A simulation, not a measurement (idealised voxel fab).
Proc. module: voxel capacitor over wiring
Cross-section cut spans 280 nm and uses square cells 5 nm in size.
Format of a cross-section: grid, square cells. Given as bands. Order: top down. Band: one or more rows of cells. Top height, bottom height, nm. Materials left to right, width each, nm. Single material + "throughout" = fills band edge to edge. "blank" = empty. Ref level 0: as-received wafer is one material below here. Bottom band extends down with no lower bound ("0..down"). The notation "30 to 40" denotes a width that varies across the rows of cells in the band, beginning at the first number in the top row, finishing at the second number in the bottom row, and changing by an identical amount from each row to the next. Where a step carries "stayed the same", the cross-section came out of it unchanged, cell for cell. "Sealed-off cavities" lists enclosed empty spaces (at least 8 cells, no open path upward to the top), each as width x height at distance from the left edge, in nm. Post-settings text on a step line: simulator's own remark regarding the step. The setting "overlay nm" may be written on the line of a step. When the step uses a mask, the value reports how far to the right of the planned place the mask lay, and a negative value reports that it lay to the left. Heads up before you read on: it's before/after pairs around one process step each, after side only down to the lowest band that changed, step plus settings under the pair. Pairs can be from different runs of this module, same starting wafer, so only chain a pair onto the one above if its "before" entry says so.

Before
  60..45  95 nm aC, then 15 nm blank, then 170 nm aC
  45..35  95 nm lowk, then 15 nm blank, then 170 nm lowk
  35..30  95 nm SiCN, then 15 nm blank, then 170 nm SiCN
  30..20  80 nm SiO2, then 5 nm SiN, then 25 nm Ru, then 5 nm SiN, then 45 nm SiO2, then 5 nm SiN, then 25 nm Ru, then 5 nm SiN, then 85 nm SiO2
  20..15  85 nm SiN, then 25 nm Ru, then 55 nm SiN, then 25 nm Ru, then 90 nm SiN
  15..5  SiO2 throughout
  5..0  TiN throughout
  0..down  Si throughout
  Sealed-off cavities: none

Step Result
  45..35  95 nm lowk, then 15 nm blank, then 170 nm lowk
  All layers under 35 are left as they were.
  Sealed-off cavities: none
Upper to lower cross-section via op STRIP | etch materials aC

before: this step begins from the cross-section that the pair just above shows after its step.

Step Result
  50..45  100 nm TiN, then 5 nm blank, then 175 nm TiN
  45..35  95 nm lowk, then 5 nm TiN, then 5 nm blank, then 5 nm TiN, then 170 nm lowk
  35..30  95 nm SiCN, then 15 nm TiN, then 170 nm SiCN
  All layers under 30 are left as they were.
  Sealed-off cavities: none
Upper to lower cross-section via op CONFORMAL_DEP | material TiN | thk nm 5

before: this step begins from the cross-section that the pair just above shows after its step.

Step Result
  60..50  W throughout
  50..45  100 nm TiN, then 5 nm W, then 175 nm TiN
  45..35  95 nm lowk, then 5 nm TiN, then 5 nm W, then 5 nm TiN, then 170 nm lowk
  All layers under 35 are left as they were.
  Sealed-off cavities: none
Upper to lower cross-section via op FILL_DEP | material W | thk nm 10

before: this step begins from the cross-section that the pair just above shows after its step.

Step Result
  45..35  95 nm lowk, then 5 nm TiN, then 5 nm W, then 5 nm TiN, then 170 nm lowk
  All layers under 35 are left as they were.
  Sealed-off cavities: none
Upper to lower cross-section via op CMP | height nm 45

before: this step begins from the cross-section that the pair just above shows after its step.

Step Result
  55..45  TiN throughout
  All layers under 45 are left as they were.
  Sealed-off cavities: none
Upper to lower cross-section via op DIRECTIONAL_DEP | material TiN | thk nm 10

before: this step begins from the cross-section that the pair just above shows after its step.

Step Result
  60..55  Al2O3 throughout
  All layers under 55 are left as they were.
  Sealed-off cavities: none
Upper to lower cross-section via op DIRECTIONAL_DEP | material Al2O3 | thk nm 5

before: this step begins from the cross-section that the pair just above shows after its step.

Step Result
  70..60  TiN throughout
  All layers under 60 are left as they were.
  Sealed-off cavities: none
Upper to lower cross-section via op DIRECTIONAL_DEP | material TiN | thk nm 10

before: this step begins from the cross-section that the pair just above shows after its step.

Step Result
  85..70  95 nm blank, then 60 nm resist, then 125 nm blank
  All layers under 70 are left as they were.
  Sealed-off cavities: none
Upper to lower cross-section via op PATTERN | tone cover | mask id UPPER_PLATE | material resist | width nm 60 | thk nm 15 | overlay nm 0

before: this step begins from the cross-section that the pair just above shows after its step.

Step Result
  85..70  95 nm blank, then 60 nm resist, then 125 nm blank
  70..60  95 nm blank, then 60 nm TiN, then 125 nm blank
  All layers under 60 are left as they were.
  Sealed-off cavities: none
Upper to lower cross-section via op DIRECTIONAL_ETCH | etch materials TiN | depth nm 10

before: this step begins from the cross-section that the pair just above shows after its step.

Step Result
  85..70  95 nm blank, then 60 nm resist, then 125 nm blank
  70..60  95 nm blank, then 60 nm TiN, then 125 nm blank
  60..55  95 nm blank, then 60 nm Al2O3, then 125 nm blank
  All layers under 55 are left as they were.
  Sealed-off cavities: none
Upper to lower cross-section via op DIRECTIONAL_ETCH | etch materials Al2O3 | depth nm 5

before: this step begins from the cross-section that the pair just above shows after its step.

Step Result
  70..60  95 nm blank, then 60 nm TiN, then 125 nm blank
  All layers under 60 are left as they were.
  Sealed-off cavities: none
Upper to lower cross-section via op STRIP | etch materials resist

before: this step begins from the cross-section that the pair just above shows after its step.

Step Result
  70..60  95 nm blank, then 60 nm TiN, then 125 nm blank
  60..55  95 nm blank, then 60 nm Al2O3, then 125 nm blank
  55..45  90 nm blank, then 70 nm TiN, then 120 nm blank
  All layers under 45 are left as they were.
  Sealed-off cavities: none
Upper to lower cross-section via op MASKED_ETCH | tone cover | mask id LOWER_PLATE | width nm 70 | etch materials TiN | depth nm 10 | overlay nm 0

before: this step begins from the cross-section that the pair just above shows after its step.

Step Result
  90..70  SiO2 throughout
  70..60  95 nm SiO2, then 60 nm TiN, then 125 nm SiO2
  60..55  95 nm SiO2, then 60 nm Al2O3, then 125 nm SiO2
  55..45  90 nm SiO2, then 70 nm TiN, then 120 nm SiO2
  All layers under 45 are left as they were.
  Sealed-off cavities: none
Upper to lower cross-section via op FILL_DEP | material SiO2 | thk nm 20

before: this step begins from the cross-section that the pair just above shows after its step.

Step Result
  85..70  SiO2 throughout
  All layers under 70 are left as they were.
  Sealed-off cavities: none
Upper to lower cross-section via op CMP | height nm 85

before: this step begins from the cross-section that the pair just above shows after its step.

Step Result
  100..85  105 nm resist, then 15 nm blank, then 160 nm resist
  All layers under 85 are left as they were.
  Sealed-off cavities: none
Upper to lower cross-section via op PATTERN | tone open | mask id PLUG_2 | material resist | width nm 15 | thk nm 15 | overlay nm 0

before: this step begins from the cross-section that the pair just above shows after its step.

Step Result
  100..85  105 nm resist, then 15 nm blank, then 160 nm resist
  85..70  105 nm SiO2, then 15 nm blank, then 160 nm SiO2
  All layers under 70 are left as they were.
  Sealed-off cavities: none
Upper to lower cross-section via op DIRECTIONAL_ETCH | etch materials SiO2 | depth nm 15

before: this step begins from the cross-section that the pair just above shows after its step.

Step Result
  85..70  105 nm SiO2, then 15 nm blank, then 160 nm SiO2
  All layers under 70 are left as they were.
  Sealed-off cavities: none
Upper to lower cross-section via op STRIP | etch materials resist

before: this step begins from the cross-section that the pair just above shows after its step.

Step Result
  90..85  110 nm TiN, then 5 nm blank, then 165 nm TiN
  85..75  105 nm SiO2, then 5 nm TiN, then 5 nm blank, then 5 nm TiN, then 160 nm SiO2
  75..70  105 nm SiO2, then 15 nm TiN, then 160 nm SiO2
  All layers under 70 are left as they were.
  Sealed-off cavities: none
Upper to lower cross-section via op CONFORMAL_DEP | material TiN | thk nm 5

before: this step begins from the cross-section that the pair just above shows after its step.

Step Result
  100..90  Ru throughout
  90..85  110 nm TiN, then 5 nm Ru, then 165 nm TiN
  85..75  105 nm SiO2, then 5 nm TiN, then 5 nm Ru, then 5 nm TiN, then 160 nm SiO2
  All layers under 75 are left as they were.
  Sealed-off cavities: none
Upper to lower cross-section via op FILL_DEP | material Ru | thk nm 10

before: this step begins from the cross-section that the pair just above shows after its step.

Step Result
  85..75  105 nm SiO2, then 5 nm TiN, then 5 nm Ru, then 5 nm TiN, then 160 nm SiO2
  All layers under 75 are left as they were.
  Sealed-off cavities: none
Upper to lower cross-section via op CMP | height nm 85

before: this step begins from the cross-section that the pair just above shows after its step.

Step Result
  90..85  SiCN throughout
  All layers under 85 are left as they were.
  Sealed-off cavities: none
Upper to lower cross-section via op CONFORMAL_DEP | material SiCN | thk nm 5

Before
  15..10  TiN throughout
  10..0  SiO2 throughout
  0..down  Si throughout
  Sealed-off cavities: none

Step Result
  20..15  Ru throughout
  All layers under 15 are left as they were.
  Sealed-off cavities: none
Upper to lower cross-section via op DIRECTIONAL_DEP | material Ru | thk nm 5

before: this step begins from the cross-section that the pair just above shows after its step.

Step Result
  40..20  85 nm blank, then 25 nm resist, then 55 nm blank, then 25 nm resist, then 90 nm blank
  All layers under 20 are left as they were.
  Sealed-off cavities: none
Upper to lower cross-section via op PATTERN | tone cover | mask id METAL_1 | material resist | width nm 25 | pitch nm 80 | thk nm 20 | overlay nm 0

before: this step begins from the cross-section that the pair just above shows after its step.

Step Result
  40..20  85 nm blank, then 25 nm resist, then 55 nm blank, then 25 nm resist, then 90 nm blank
  20..15  85 nm blank, then 25 nm Ru, then 55 nm blank, then 25 nm Ru, then 90 nm blank
  All layers under 15 are left as they were.
  Sealed-off cavities: none
Upper to lower cross-section via op DIRECTIONAL_ETCH | etch materials Ru | depth nm 15

before: this step begins from the cross-section that the pair just above shows after its step.

Step Result
  40..20  85 nm blank, then 25 nm resist, then 55 nm blank, then 25 nm resist, then 90 nm blank
  20..15  85 nm blank, then 25 nm Ru, then 55 nm blank, then 25 nm Ru, then 90 nm blank
  15..10  85 nm blank, then 25 nm TiN, then 55 nm blank, then 25 nm TiN, then 90 nm blank
  All layers under 10 are left as they were.
  Sealed-off cavities: none
Upper to lower cross-section via op DIRECTIONAL_ETCH | etch materials TiN | depth nm 5

before: this step begins from the cross-section that the pair just above shows after its step.

Step Result
  20..15  85 nm blank, then 25 nm Ru, then 55 nm blank, then 25 nm Ru, then 90 nm blank
  All layers under 15 are left as they were.
  Sealed-off cavities: none
Upper to lower cross-section via op STRIP | etch materials resist

before: this step begins from the cross-section that the pair just above shows after its step.

Step Result
  25..20  80 nm blank, then 35 nm SiN, then 45 nm blank, then 35 nm SiN, then 85 nm blank
  20..15  80 nm blank, then 5 nm SiN, then 25 nm Ru, then 5 nm SiN, then 45 nm blank, then 5 nm SiN, then 25 nm Ru, then 5 nm SiN, then 85 nm blank
  15..10  85 nm SiN, then 25 nm TiN, then 55 nm SiN, then 25 nm TiN, then 90 nm SiN
  All layers under 10 are left as they were.
  Sealed-off cavities: none
Upper to lower cross-section via op CONFORMAL_DEP | material SiN | thk nm 5

before: this step begins from the cross-section that the pair just above shows after its step.

Step Result
  35..25  SiO2 throughout
  25..20  80 nm SiO2, then 35 nm SiN, then 45 nm SiO2, then 35 nm SiN, then 85 nm SiO2
  20..15  80 nm SiO2, then 5 nm SiN, then 25 nm Ru, then 5 nm SiN, then 45 nm SiO2, then 5 nm SiN, then 25 nm Ru, then 5 nm SiN, then 85 nm SiO2
  All layers under 15 are left as they were.
  Sealed-off cavities: none
Upper to lower cross-section via op FILL_DEP | material SiO2 | thk nm 10

before: this step begins from the cross-section that the pair just above shows after its step.

Step Result
  30..25  SiO2 throughout
  All layers under 25 are left as they were.
  Sealed-off cavities: none
Upper to lower cross-section via op CMP | height nm 30

before: this step begins from the cross-section that the pair just above shows after its step.

Step Result
  35..30  SiCN throughout
  All layers under 30 are left as they were.
  Sealed-off cavities: none
Upper to lower cross-section via op CONFORMAL_DEP | material SiCN | thk nm 5

before: this step begins from the cross-section that the pair just above shows after its step.

Step Result
  45..35  lowk throughout
  All layers under 35 are left as they were.
  Sealed-off cavities: none
Upper to lower cross-section via op DIRECTIONAL_DEP | material lowk | thk nm 10

before: this step begins from the cross-section that the pair just above shows after its step.

Step Result
  60..45  aC throughout
  All layers under 45 are left as they were.
  Sealed-off cavities: none
Upper to lower cross-section via op DIRECTIONAL_DEP | material aC | thk nm 15

before: this step begins from the cross-section that the pair just above shows after its step.

Step Result
  95..60  95 nm resist, then 15 nm blank, then 170 nm resist
  All layers under 60 are left as they were.
  Sealed-off cavities: none
Upper to lower cross-section via op PATTERN | tone open | mask id PLUG_1 | material resist | width nm 15 | thk nm 35 | overlay nm 0

before: this step begins from the cross-section that the pair just above shows after its step.

Step Result
  80..60  95 nm resist, then 15 nm blank, then 170 nm resist
  60..45  95 nm aC, then 15 nm blank, then 170 nm aC
  All layers under 45 are left as they were.
  Sealed-off cavities: none
Upper to lower cross-section via op DIRECTIONAL_ETCH | etch materials aC | depth nm 15

before: this step begins from the cross-section that the pair just above shows after its step.

Step Result
  60..45  95 nm aC, then 15 nm blank, then 170 nm aC
  All layers under 45 are left as they were.
  Sealed-off cavities: none
Upper to lower cross-section via op STRIP | etch materials resist

before: this step begins from the cross-section that the pair just above shows after its step.

Step Result
  60..45  95 nm aC, then 15 nm blank, then 170 nm aC
  45..35  95 nm lowk, then 15 nm blank, then 170 nm lowk
  All layers under 35 are left as they were.
  Sealed-off cavities: none
Upper to lower cross-section via op DIRECTIONAL_ETCH | etch materials lowk | depth nm 10

before: this step begins from the cross-section that the pair just above shows after its step.

Step Result
  60..45  95 nm aC, then 15 nm blank, then 170 nm aC
  45..35  95 nm lowk, then 15 nm blank, then 170 nm lowk
  35..30  95 nm SiCN, then 15 nm blank, then 170 nm SiCN
  All layers under 30 are left as they were.
  Sealed-off cavities: none
Upper to lower cross-section via op DIRECTIONAL_ETCH | etch materials SiCN | depth nm 5

before: this step begins from the cross-section that the pair just above shows after its step.

Step Result
  45..35  95 nm lowk, then 15 nm blank, then 170 nm lowk
  All layers under 35 are left as they were.
  Sealed-off cavities: none
Upper to lower cross-section via op STRIP | etch materials aC

before: this step begins from the cross-section that the pair just above shows after its step.

Step Result
  50..45  100 nm TiN, then 5 nm blank, then 175 nm TiN
  45..35  95 nm lowk, then 5 nm TiN, then 5 nm blank, then 5 nm TiN, then 170 nm lowk
  35..30  95 nm SiCN, then 15 nm TiN, then 170 nm SiCN
  All layers under 30 are left as they were.
  Sealed-off cavities: none
Upper to lower cross-section via op CONFORMAL_DEP | material TiN | thk nm 5

before: this step begins from the cross-section that the pair just above shows after its step.

Step Result
  60..50  W throughout
  50..45  100 nm TiN, then 5 nm W, then 175 nm TiN
  45..35  95 nm lowk, then 5 nm TiN, then 5 nm W, then 5 nm TiN, then 170 nm lowk
  All layers under 35 are left as they were.
  Sealed-off cavities: none
Upper to lower cross-section via op FILL_DEP | material W | thk nm 10

before: this step begins from the cross-section that the pair just above shows after its step.

Step Result
  45..35  95 nm lowk, then 5 nm TiN, then 5 nm W, then 5 nm TiN, then 170 nm lowk
  All layers under 35 are left as they were.
  Sealed-off cavities: none
Upper to lower cross-section via op CMP | height nm 45

before: this step begins from the cross-section that the pair just above shows after its step.

Step Result
  55..45  TiN throughout
  All layers under 45 are left as they were.
  Sealed-off cavities: none
Upper to lower cross-section via op DIRECTIONAL_DEP | material TiN | thk nm 10

before: this step begins from the cross-section that the pair just above shows after its step.

Step Result
  60..55  Al2O3 throughout
  All layers under 55 are left as they were.
  Sealed-off cavities: none
Upper to lower cross-section via op DIRECTIONAL_DEP | material Al2O3 | thk nm 5

before: this step begins from the cross-section that the pair just above shows after its step.

Step Result
  70..60  TiN throughout
  All layers under 60 are left as they were.
  Sealed-off cavities: none
Upper to lower cross-section via op DIRECTIONAL_DEP | material TiN | thk nm 10

before: this step begins from the cross-section that the pair just above shows after its step.

Step Result
  85..70  95 nm blank, then 60 nm resist, then 125 nm blank
  All layers under 70 are left as they were.
  Sealed-off cavities: none
Upper to lower cross-section via op PATTERN | tone cover | mask id UPPER_PLATE | material resist | width nm 60 | thk nm 15 | overlay nm 0

before: this step begins from the cross-section that the pair just above shows after its step.

Step Result
  85..70  95 nm blank, then 60 nm resist, then 125 nm blank
  70..60  95 nm blank, then 60 nm TiN, then 125 nm blank
  All layers under 60 are left as they were.
  Sealed-off cavities: none
Upper to lower cross-section via op DIRECTIONAL_ETCH | etch materials TiN | depth nm 10

before: this step begins from the cross-section that the pair just above shows after its step.

Step Result
  85..70  95 nm blank, then 60 nm resist, then 125 nm blank
  70..60  95 nm blank, then 60 nm TiN, then 125 nm blank
  60..55  95 nm blank, then 60 nm Al2O3, then 125 nm blank
  All layers under 55 are left as they were.
  Sealed-off cavities: none
Upper to lower cross-section via op DIRECTIONAL_ETCH | etch materials Al2O3 | depth nm 5

before: this step begins from the cross-section that the pair just above shows after its step.

Step Result
  70..60  95 nm blank, then 60 nm TiN, then 125 nm blank
  All layers under 60 are left as they were.
  Sealed-off cavities: none
Upper to lower cross-section via op STRIP | etch materials resist

before: this step begins from the cross-section that the pair just above shows after its step.

Step Result
  70..60  95 nm blank, then 60 nm TiN, then 125 nm blank
  60..55  95 nm blank, then 60 nm Al2O3, then 125 nm blank
  55..45  90 nm blank, then 70 nm TiN, then 120 nm blank
  All layers under 45 are left as they were.
  Sealed-off cavities: none
Upper to lower cross-section via op MASKED_ETCH | tone cover | mask id LOWER_PLATE | width nm 70 | etch materials TiN | depth nm 10 | overlay nm 0

before: this step begins from the cross-section that the pair just above shows after its step.

Step Result
  90..70  SiO2 throughout
  70..60  95 nm SiO2, then 60 nm TiN, then 125 nm SiO2
  60..55  95 nm SiO2, then 60 nm Al2O3, then 125 nm SiO2
  55..45  90 nm SiO2, then 70 nm TiN, then 120 nm SiO2
  All layers under 45 are left as they were.
  Sealed-off cavities: none
Upper to lower cross-section via op FILL_DEP | material SiO2 | thk nm 20

before: this step begins from the cross-section that the pair just above shows after its step.

Step Result
  85..70  SiO2 throughout
  All layers under 70 are left as they were.
  Sealed-off cavities: none
Upper to lower cross-section via op CMP | height nm 85

before: this step begins from the cross-section that the pair just above shows after its step.

Step Result
  100..85  105 nm resist, then 15 nm blank, then 160 nm resist
  All layers under 85 are left as they were.
  Sealed-off cavities: none
Upper to lower cross-section via op PATTERN | tone open | mask id PLUG_2 | material resist | width nm 15 | thk nm 15 | overlay nm 0

before: this step begins from the cross-section that the pair just above shows after its step.

Step Result
  100..85  105 nm resist, then 15 nm blank, then 160 nm resist
  85..70  105 nm SiO2, then 15 nm blank, then 160 nm SiO2
  All layers under 70 are left as they were.
  Sealed-off cavities: none
Upper to lower cross-section via op DIRECTIONAL_ETCH | etch materials SiO2 | depth nm 15

before: this step begins from the cross-section that the pair just above shows after its step.

Step Result
  85..70  105 nm SiO2, then 15 nm blank, then 160 nm SiO2
  All layers under 70 are left as they were.
  Sealed-off cavities: none
Upper to lower cross-section via op STRIP | etch materials resist

before: this step begins from the cross-section that the pair just above shows after its step.

Step Result
  90..85  110 nm TiN, then 5 nm blank, then 165 nm TiN
  85..75  105 nm SiO2, then 5 nm TiN, then 5 nm blank, then 5 nm TiN, then 160 nm SiO2
  75..70  105 nm SiO2, then 15 nm TiN, then 160 nm SiO2
  All layers under 70 are left as they were.
  Sealed-off cavities: none
Upper to lower cross-section via op CONFORMAL_DEP | material TiN | thk nm 5

before: this step begins from the cross-section that the pair just above shows after its step.

Step Result
  100..90  Ru throughout
  90..85  110 nm TiN, then 5 nm Ru, then 165 nm TiN
  85..75  105 nm SiO2, then 5 nm TiN, then 5 nm Ru, then 5 nm TiN, then 160 nm SiO2
  All layers under 75 are left as they were.
  Sealed-off cavities: none
Upper to lower cross-section via op FILL_DEP | material Ru | thk nm 10

before: this step begins from the cross-section that the pair just above shows after its step.

Step Result
  85..75  105 nm SiO2, then 5 nm TiN, then 5 nm Ru, then 5 nm TiN, then 160 nm SiO2
  All layers under 75 are left as they were.
  Sealed-off cavities: none
Upper to lower cross-section via op CMP | height nm 85

before: this step begins from the cross-section that the pair just above shows after its step.

Step Result
  90..85  SiCN throughout
  All layers under 85 are left as they were.
  Sealed-off cavities: none
Upper to lower cross-section via op CONFORMAL_DEP | material SiCN | thk nm 5

Before
  30..15  Ru throughout
  15..10  TiN throughout
  10..0  SiO2 throughout
  0..down  Si throughout
  Sealed-off cavities: none

Step Result
  50..30  90 nm blank, then 20 nm resist, then 60 nm blank, then 20 nm resist, then 90 nm blank
  All layers under 30 are left as they were.
  Sealed-off cavities: none
Upper to lower cross-section via op PATTERN | tone cover | mask id METAL_1 | material resist | width nm 20 | pitch nm 80 | thk nm 20 | overlay nm 0

before: this step begins from the cross-section that the pair just above shows after its step.

Step Result
  50..30  90 nm blank, then 20 nm resist, then 60 nm blank, then 20 nm resist, then 90 nm blank
  30..15  90 nm blank, then 20 nm Ru, then 60 nm blank, then 20 nm Ru, then 90 nm blank
  All layers under 15 are left as they were.
  Sealed-off cavities: none
Upper to lower cross-section via op DIRECTIONAL_ETCH | etch materials Ru | depth nm 15

before: this step begins from the cross-section that the pair just above shows after its step.

Step Result
  50..30  90 nm blank, then 20 nm resist, then 60 nm blank, then 20 nm resist, then 90 nm blank
  30..15  90 nm blank, then 20 nm Ru, then 60 nm blank, then 20 nm Ru, then 90 nm blank
  15..10  90 nm blank, then 20 nm TiN, then 60 nm blank, then 20 nm TiN, then 90 nm blank
  All layers under 10 are left as they were.
  Sealed-off cavities: none
Upper to lower cross-section via op DIRECTIONAL_ETCH | etch materials TiN | depth nm 5

before: this step begins from the cross-section that the pair just above shows after its step.

Step Result
  30..15  90 nm blank, then 20 nm Ru, then 60 nm blank, then 20 nm Ru, then 90 nm blank
  All layers under 15 are left as they were.
  Sealed-off cavities: none
Upper to lower cross-section via op STRIP | etch materials resist

before: this step begins from the cross-section that the pair just above shows after its step.

Step Result
  35..30  85 nm blank, then 30 nm SiN, then 50 nm blank, then 30 nm SiN, then 85 nm blank
  30..15  85 nm blank, then 5 nm SiN, then 20 nm Ru, then 5 nm SiN, then 50 nm blank, then 5 nm SiN, then 20 nm Ru, then 5 nm SiN, then 85 nm blank
  15..10  90 nm SiN, then 20 nm TiN, then 60 nm SiN, then 20 nm TiN, then 90 nm SiN
  All layers under 10 are left as they were.
  Sealed-off cavities: none
Upper to lower cross-section via op CONFORMAL_DEP | material SiN | thk nm 5

before: this step begins from the cross-section that the pair just above shows after its step.

Step Result
  45..35  SiO2 throughout
  35..30  85 nm SiO2, then 30 nm SiN, then 50 nm SiO2, then 30 nm SiN, then 85 nm SiO2
  30..15  85 nm SiO2, then 5 nm SiN, then 20 nm Ru, then 5 nm SiN, then 50 nm SiO2, then 5 nm SiN, then 20 nm Ru, then 5 nm SiN, then 85 nm SiO2
  All layers under 15 are left as they were.
  Sealed-off cavities: none
Upper to lower cross-section via op FILL_DEP | material SiO2 | thk nm 10

before: this step begins from the cross-section that the pair just above shows after its step.

Step Result
  30..15  85 nm SiO2, then 5 nm SiN, then 20 nm Ru, then 5 nm SiN, then 50 nm SiO2, then 5 nm SiN, then 20 nm Ru, then 5 nm SiN, then 85 nm SiO2
  All layers under 15 are left as they were.
  Sealed-off cavities: none
Upper to lower cross-section via op CMP | height nm 30

before: this step begins from the cross-section that the pair just above shows after its step.

Step Result
  35..30  SiCN throughout
  All layers under 30 are left as they were.
  Sealed-off cavities: none
Upper to lower cross-section via op CONFORMAL_DEP | material SiCN | thk nm 5

before: this step begins from the cross-section that the pair just above shows after its step.

Step Result
  45..35  lowk throughout
  All layers under 35 are left as they were.
  Sealed-off cavities: none
Upper to lower cross-section via op DIRECTIONAL_DEP | material lowk | thk nm 10

before: this step begins from the cross-section that the pair just above shows after its step.

Step Result
  60..45  aC throughout
  All layers under 45 are left as they were.
  Sealed-off cavities: none
Upper to lower cross-section via op DIRECTIONAL_DEP | material aC | thk nm 15

before: this step begins from the cross-section that the pair just above shows after its step.

Step Result
  95..60  95 nm resist, then 15 nm blank, then 170 nm resist
  All layers under 60 are left as they were.
  Sealed-off cavities: none
Upper to lower cross-section via op PATTERN | tone open | mask id PLUG_1 | material resist | width nm 15 | thk nm 35 | overlay nm 0

before: this step begins from the cross-section that the pair just above shows after its step.

Step Result
  80..60  95 nm resist, then 15 nm blank, then 170 nm resist
  60..45  95 nm aC, then 15 nm blank, then 170 nm aC
  All layers under 45 are left as they were.
  Sealed-off cavities: none
Upper to lower cross-section via op DIRECTIONAL_ETCH | etch materials aC | depth nm 15

before: this step begins from the cross-section that the pair just above shows after its step.

Step Result
  60..45  95 nm aC, then 15 nm blank, then 170 nm aC
  All layers under 45 are left as they were.
  Sealed-off cavities: none
Upper to lower cross-section via op STRIP | etch materials resist

before: this step begins from the cross-section that the pair just above shows after its step.

Step Result
  60..45  95 nm aC, then 15 nm blank, then 170 nm aC
  45..35  95 nm lowk, then 15 nm blank, then 170 nm lowk
  All layers under 35 are left as they were.
  Sealed-off cavities: none
Upper to lower cross-section via op DIRECTIONAL_ETCH | etch materials lowk | depth nm 10

before: this step begins from the cross-section that the pair just above shows after its step.

Step Result
  60..45  95 nm aC, then 15 nm blank, then 170 nm aC
  45..35  95 nm lowk, then 15 nm blank, then 170 nm lowk
  35..30  95 nm SiCN, then 15 nm blank, then 170 nm SiCN
  All layers under 30 are left as they were.
  Sealed-off cavities: none
Upper to lower cross-section via op DIRECTIONAL_ETCH | etch materials SiCN | depth nm 5

before: this step begins from the cross-section that the pair just above shows after its step.

Step Result
  45..35  95 nm lowk, then 15 nm blank, then 170 nm lowk
  All layers under 35 are left as they were.
  Sealed-off cavities: none
Upper to lower cross-section via op STRIP | etch materials aC

before: this step begins from the cross-section that the pair just above shows after its step.

Step Result
  50..45  100 nm TiN, then 5 nm blank, then 175 nm TiN
  45..35  95 nm lowk, then 5 nm TiN, then 5 nm blank, then 5 nm TiN, then 170 nm lowk
  35..30  95 nm SiCN, then 15 nm TiN, then 170 nm SiCN
  All layers under 30 are left as they were.
  Sealed-off cavities: none
Upper to lower cross-section via op CONFORMAL_DEP | material TiN | thk nm 5

before: this step begins from the cross-section that the pair just above shows after its step.

Step Result
  60..50  W throughout
  50..45  100 nm TiN, then 5 nm W, then 175 nm TiN
  45..35  95 nm lowk, then 5 nm TiN, then 5 nm W, then 5 nm TiN, then 170 nm lowk
  All layers under 35 are left as they were.
  Sealed-off cavities: none
Upper to lower cross-section via op FILL_DEP | material W | thk nm 10

before: this step begins from the cross-section that the pair just above shows after its step.

Step Result
  45..35  95 nm lowk, then 5 nm TiN, then 5 nm W, then 5 nm TiN, then 170 nm lowk
  All layers under 35 are left as they were.
  Sealed-off cavities: none
Upper to lower cross-section via op CMP | height nm 45

before: this step begins from the cross-section that the pair just above shows after its step.

Step Result
  55..45  TiN throughout
  All layers under 45 are left as they were.
  Sealed-off cavities: none
Upper to lower cross-section via op DIRECTIONAL_DEP | material TiN | thk nm 10

before: this step begins from the cross-section that the pair just above shows after its step.

Step Result
  60..55  Al2O3 throughout
  All layers under 55 are left as they were.
  Sealed-off cavities: none
Upper to lower cross-section via op DIRECTIONAL_DEP | material Al2O3 | thk nm 5

before: this step begins from the cross-section that the pair just above shows after its step.

Step Result
  70..60  TiN throughout
  All layers under 60 are left as they were.
  Sealed-off cavities: none
Upper to lower cross-section via op DIRECTIONAL_DEP | material TiN | thk nm 10

before: this step begins from the cross-section that the pair just above shows after its step.

Step Result
  85..70  95 nm blank, then 60 nm resist, then 125 nm blank
  All layers under 70 are left as they were.
  Sealed-off cavities: none
Upper to lower cross-section via op PATTERN | tone cover | mask id UPPER_PLATE | material resist | width nm 60 | thk nm 15 | overlay nm 0

before: this step begins from the cross-section that the pair just above shows after its step.

Step Result
  85..70  95 nm blank, then 60 nm resist, then 125 nm blank
  70..60  95 nm blank, then 60 nm TiN, then 125 nm blank
  All layers under 60 are left as they were.
  Sealed-off cavities: none
Upper to lower cross-section via op DIRECTIONAL_ETCH | etch materials TiN | depth nm 10

before: this step begins from the cross-section that the pair just above shows after its step.

Step Result
  85..70  95 nm blank, then 60 nm resist, then 125 nm blank
  70..60  95 nm blank, then 60 nm TiN, then 125 nm blank
  60..55  95 nm blank, then 60 nm Al2O3, then 125 nm blank
  All layers under 55 are left as they were.
  Sealed-off cavities: none
Upper to lower cross-section via op DIRECTIONAL_ETCH | etch materials Al2O3 | depth nm 5

before: this step begins from the cross-section that the pair just above shows after its step.

Step Result
  70..60  95 nm blank, then 60 nm TiN, then 125 nm blank
  All layers under 60 are left as they were.
  Sealed-off cavities: none
Upper to lower cross-section via op STRIP | etch materials resist

before: this step begins from the cross-section that the pair just above shows after its step.

Step Result
  70..60  95 nm blank, then 60 nm TiN, then 125 nm blank
  60..55  95 nm blank, then 60 nm Al2O3, then 125 nm blank
  55..45  90 nm blank, then 70 nm TiN, then 120 nm blank
  All layers under 45 are left as they were.
  Sealed-off cavities: none
Upper to lower cross-section via op MASKED_ETCH | tone cover | mask id LOWER_PLATE | width nm 70 | etch materials TiN | depth nm 10 | overlay nm 0

before: this step begins from the cross-section that the pair just above shows after its step.

Step Result
  90..70  SiO2 throughout
  70..60  95 nm SiO2, then 60 nm TiN, then 125 nm SiO2
  60..55  95 nm SiO2, then 60 nm Al2O3, then 125 nm SiO2
  55..45  90 nm SiO2, then 70 nm TiN, then 120 nm SiO2
  All layers under 45 are left as they were.
  Sealed-off cavities: none
Upper to lower cross-section via op FILL_DEP | material SiO2 | thk nm 20

before: this step begins from the cross-section that the pair just above shows after its step.

Step Result
  85..70  SiO2 throughout
  All layers under 70 are left as they were.
  Sealed-off cavities: none
Upper to lower cross-section via op CMP | height nm 85

before: this step begins from the cross-section that the pair just above shows after its step.

Step Result
  100..85  105 nm resist, then 15 nm blank, then 160 nm resist
  All layers under 85 are left as they were.
  Sealed-off cavities: none
Upper to lower cross-section via op PATTERN | tone open | mask id PLUG_2 | material resist | width nm 15 | thk nm 15 | overlay nm 0

before: this step begins from the cross-section that the pair just above shows after its step.

Step Result
  100..85  105 nm resist, then 15 nm blank, then 160 nm resist
  85..70  105 nm SiO2, then 15 nm blank, then 160 nm SiO2
  All layers under 70 are left as they were.
  Sealed-off cavities: none
Upper to lower cross-section via op DIRECTIONAL_ETCH | etch materials SiO2 | depth nm 15

before: this step begins from the cross-section that the pair just above shows after its step.

Step Result
  85..70  105 nm SiO2, then 15 nm blank, then 160 nm SiO2
  All layers under 70 are left as they were.
  Sealed-off cavities: none
Upper to lower cross-section via op STRIP | etch materials resist

before: this step begins from the cross-section that the pair just above shows after its step.

Step Result
  90..85  110 nm TiN, then 5 nm blank, then 165 nm TiN
  85..75  105 nm SiO2, then 5 nm TiN, then 5 nm blank, then 5 nm TiN, then 160 nm SiO2
  75..70  105 nm SiO2, then 15 nm TiN, then 160 nm SiO2
  All layers under 70 are left as they were.
  Sealed-off cavities: none
Upper to lower cross-section via op CONFORMAL_DEP | material TiN | thk nm 5
